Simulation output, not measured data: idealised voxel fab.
process module | voxel spacer lines
cross-section cut | 220 nm wide | cells 5 nm
A cross-section is a grid of square cells, given in bands from the top down. A band is one or more rows of cells.
Each band's line starts with the height of the band's top and of its bottom, in nm. Then come its materials from left to right, each with its width in nm. One material with "throughout" fills the band from edge to edge. "air" is empty space.
Height 0 is the level under which the wafer as received is all one material. The lowest band goes on downwards, as in "0 down".
A width such as "30 to 40" changes by the same amount from each row of cells to the next, from the band's top row to its bottom row.
"no change" after a step means that no cell of the cross-section changed.
closed voids: empty space of 8 cells or more with no open way to the top, each as width x height at its distance from the left edge, in nm
after a step's settings: what the simulator itself notes on the step
overlay nm, on a step with a mask: how far to the right of its planned place the mask lay; to the left if negative
plan
1 op RECEIVE | material Si
2 op CONFORMAL_DEP | material Al2O3 | thk nm 10
3 op DIRECTIONAL_DEP | material TiN | thk nm 15
4 op DIRECTIONAL_DEP | material aC | thk nm 30
5 op PATTERN | tone cover | mask id MANDREL | material resist | width nm 25 | pitch nm 80 | thk nm 40 | overlay nm 0
6 op DIRECTIONAL_ETCH | etch materials aC | depth nm 30
7 op STRIP | etch materials resist
8 op CONFORMAL_DEP | material SiN | thk nm 15
9 op DIRECTIONAL_ETCH | etch materials SiN | depth nm 15
10 op STRIP | etch materials aC
11 op DIRECTIONAL_ETCH | etch materials TiN | depth nm 15
12 op STRIP | etch materials SiN
13 op FILL_DEP | material SiO2 | thk nm 10
14 op CMP | height nm 25
as received, after step 1
  0 down: Si throughout
  closed voids: none
first wafer at the end, as planned
  25 to 10: TiN 15 | SiO2 25 | TiN 15 | SiO2 25 | TiN 15 | SiO2 25 | TiN 15 | SiO2 25 | TiN 15 | SiO2 25 | TiN 15 | SiO2 5
  10 to 0: Al2O3 throughout
  0 down: Si throughout
  closed voids: none
second wafer at the end: like start, like plan, one mistake
  25 to 10: SiO2 5 | TiN 15 | SiO2 25 | TiN 15 | SiO2 25 | TiN 15 | SiO2 25 | TiN 15 | SiO2 25 | TiN 15 | SiO2 25 | TiN 15
  10 to 0: Al2O3 throughout
  0 down: Si throughout
  closed voids: none
what went wrong: step 5 ran as: op PATTERN | tone cover | mask id MANDREL | material resist | width nm 25 | pitch nm 80 | thk nm 40 | overlay nm 5
at the end the second wafer has, in cells: as many of each material as the first, in other places
